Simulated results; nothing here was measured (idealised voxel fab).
The document below concerns the process module designated voxel ribs on slabs.
In the cross-section labelled cut, the width is 240 nm and each square cell is 5 nm.
For the purposes of this document, a cross-section shall be understood as a grid of square cells, specified as bands listed in top-to-bottom order, each band consisting of one or more rows of cells. The entry gives the band's vertical extent as a top height and a bottom height in nm, then its horizontal make-up as materials from left to right, each with a width in nm. "air" stands for empty space; a single material marked "full width" fills the band edge to edge. Height datum 0, below which the as-received substrate wafer is one material. Lowest band open at the bottom, running downward: "z 0 and below". Graded width ("30 to 40"): value in top row of band = first number; value in bottom row = second number; row-to-row change constant. "everything unchanged" after a step means that no cell of the cross-section changed. Each empty space that has no open way to the top and spans at least 8 cells appears under "Voids, enclosed" as width x height at distance, the distance counted from the left edge, all in nm. If you see something after the settings on a step's line, that's the simulator's own remark about that step. The "overlay nm" setting may appear on a step's line; for a step that uses a mask, it gives how far to the right of its planned position the mask lay, and a negative value indicates the left.
Below is the list of planned process steps:
1: RECEIVE (material Si)
2: DIRECTIONAL_DEP (material SiO2; thk nm 25)
3: DIRECTIONAL_DEP (material SiN; thk nm 25)
4: PATTERN (tone cover; mask id RIB; material resist; width nm 30; thk nm 20; overlay nm 0)
5: DIRECTIONAL_ETCH (etch materials SiN; depth nm 5)
6: STRIP (etch materials resist)
7: PATTERN (tone cover; mask id SLAB; material resist; width nm 90; thk nm 15; overlay nm 0)
8: DIRECTIONAL_ETCH (etch materials SiN; depth nm 20)
9: STRIP (etch materials resist)
10: FILL_DEP (material SiO2; thk nm 20)
11: CMP (height nm 65)
12: DIRECTIONAL_DEP (material W; thk nm 5)
13: DIRECTIONAL_DEP (material aC; thk nm 10)
14: PATTERN (tone cover; mask id HEATER; material resist; width nm 40; thk nm 30; overlay nm 0)
15: DIRECTIONAL_ETCH (etch materials aC; depth nm 10)
16: STRIP (etch materials resist)
17: DIRECTIONAL_ETCH (etch materials W; depth nm 5)
18: STRIP (etch materials aC)
19: CONFORMAL_DEP (material SiO2; thk nm 5)
first wafer, as planned:
The cross-section here shows the wafer as received, i.e. in its state after step 1:
* z 0 and below | Si full width
* Voids, enclosed: none
Wafer section view after processing step 2:
* z 25 to 0 | SiO2 full width
* Note: structure below 0 unchanged.
Wafer section view after processing step 3:
* z 50 to 25 | SiN full width
* Note: structure below 25 unchanged.
Wafer section view after processing step 4:
* z 70 to 50 | air: 105, then resist: 30, then air: 105
* Note: structure below 50 unchanged.
Wafer section view after processing step 5:
* z 70 to 50 | air: 105, then resist: 30, then air: 105
* z 50 to 45 | air: 105, then SiN: 30, then air: 105
* Note: structure below 45 unchanged.
Wafer section view after processing step 6:
* z 50 to 45 | air: 105, then SiN: 30, then air: 105
* Note: structure below 45 unchanged.
Wafer section view after processing step 7:
* z 65 to 50 | air: 75, then resist: 90, then air: 75
* z 50 to 45 | air: 75, then resist: 30, then SiN: 30, then resist: 30, then air: 75
* Note: structure below 45 unchanged.
Wafer section view after processing step 8:
* z 65 to 50 | air: 75, then resist: 90, then air: 75
* z 50 to 45 | air: 75, then resist: 30, then SiN: 30, then resist: 30, then air: 75
* z 45 to 25 | air: 75, then SiN: 90, then air: 75
* Note: structure below 25 unchanged.
Wafer section view after processing step 9:
* z 50 to 45 | air: 105, then SiN: 30, then air: 105
* Note: structure below 45 unchanged.
Wafer section view after processing step 10:
* z 70 to 50 | SiO2 full width
* z 50 to 45 | SiO2: 105, then SiN: 30, then SiO2: 105
* z 45 to 25 | SiO2: 75, then SiN: 90, then SiO2: 75
* Note: structure below 25 unchanged.
Wafer section view after processing step 11:
* z 65 to 50 | SiO2 full width
* Note: structure below 50 unchanged.
Wafer section view after processing step 12:
* z 70 to 65 | W full width
* Note: structure below 65 unchanged.
Wafer section view after processing step 13:
* z 80 to 70 | aC full width
* Note: structure below 70 unchanged.
Wafer section view after processing step 14:
* z 110 to 80 | air: 100, then resist: 40, then air: 100
* Note: structure below 80 unchanged.
Wafer section view after processing step 15:
* z 100 to 80 | air: 100, then resist: 40, then air: 100
* z 80 to 70 | air: 100, then aC: 40, then air: 100
* Note: structure below 70 unchanged.
Wafer section view after processing step 16:
* z 80 to 70 | air: 100, then aC: 40, then air: 100
* Note: structure below 70 unchanged.
Wafer section view after processing step 17:
* z 80 to 70 | air: 100, then aC: 40, then air: 100
* z 70 to 65 | air: 100, then W: 40, then air: 100
* Note: structure below 65 unchanged.
Wafer section view after processing step 18:
* z 70 to 65 | air: 100, then W: 40, then air: 100
* Note: structure below 65 unchanged.
Wafer section view after processing step 19:
* z 75 to 70 | air: 95, then SiO2: 50, then air: 95
* z 70 to 65 | SiO2: 100, then W: 40, then SiO2: 100
* Note: structure below 65 unchanged.
Second wafer, same starting state and plan as the first, one mistake in the run, identical through step 3:
Planned end of step 4: second wafer, cross-section:
* z 70 to 50 | resist: 105, then air: 30, then resist: 105
* Note: structure below 50 unchanged.
Planned end of step 5: second wafer, cross-section:
* z 70 to 50 | resist: 105, then air: 30, then resist: 105
* z 50 to 45 | SiN: 105, then air: 30, then SiN: 105
* Note: structure below 45 unchanged.
Planned end of step 6: second wafer, cross-section:
* z 50 to 45 | SiN: 105, then air: 30, then SiN: 105
* Note: structure below 45 unchanged.
Planned end of step 7: second wafer, cross-section:
* z 65 to 50 | air: 75, then resist: 90, then air: 75
* z 50 to 45 | SiN: 105, then resist: 30, then SiN: 105
* Note: structure below 45 unchanged.
Planned end of step 8: second wafer, cross-section:
* z 65 to 50 | air: 75, then resist: 90, then air: 75
* z 50 to 45 | air: 75, then SiN: 30, then resist: 30, then SiN: 30, then air: 75
* z 45 to 30 | air: 75, then SiN: 90, then air: 75
* Note: structure below 30 unchanged.
Planned end of step 9: second wafer, cross-section:
* z 50 to 45 | air: 75, then SiN: 30, then air: 30, then SiN: 30, then air: 75
* Note: structure below 45 unchanged.
Planned end of step 10: second wafer, cross-section:
* z 70 to 50 | SiO2 full width
* z 50 to 45 | SiO2: 75, then SiN: 30, then SiO2: 30, then SiN: 30, then SiO2: 75
* z 45 to 30 | SiO2: 75, then SiN: 90, then SiO2: 75
* Note: structure below 30 unchanged.
Planned end of step 11: second wafer, cross-section:
* z 65 to 50 | SiO2 full width
* Note: structure below 50 unchanged.
Planned end of step 12: second wafer, cross-section:
* z 70 to 65 | W full width
* Note: structure below 65 unchanged.
Planned end of step 13: second wafer, cross-section:
* z 80 to 70 | aC full width
* Note: structure below 70 unchanged.
Planned end of step 14: second wafer, cross-section:
* z 110 to 80 | air: 100, then resist: 40, then air: 100
* Note: structure below 80 unchanged.
Planned end of step 15: second wafer, cross-section:
* z 100 to 80 | air: 100, then resist: 40, then air: 100
* z 80 to 70 | air: 100, then aC: 40, then air: 100
* Note: structure below 70 unchanged.
Planned end of step 16: second wafer, cross-section:
* z 80 to 70 | air: 100, then aC: 40, then air: 100
* Note: structure below 70 unchanged.
Planned end of step 17: second wafer, cross-section:
* z 80 to 70 | air: 100, then aC: 40, then air: 100
* z 70 to 65 | air: 100, then W: 40, then air: 100
* Note: structure below 65 unchanged.
Planned end of step 18: second wafer, cross-section:
* z 70 to 65 | air: 100, then W: 40, then air: 100
* Note: structure below 65 unchanged.
Planned end of step 19: second wafer, cross-section:
* z 75 to 70 | air: 95, then SiO2: 50, then air: 95
* z 70 to 65 | SiO2: 100, then W: 40, then SiO2: 100
* Note: structure below 65 unchanged.
In executing the process, a mistake was made relative to the plan: it should be noted that step 4 was executed with settings other than those planned, the operation and settings actually applied being PATTERN (tone open; mask id RIB; material resist; width nm 30; thk nm 20; overlay nm 0)
Final wafer comparison in cells, second versus first, more or fewer per material: 36 more of SiN | 36 fewer of SiO2
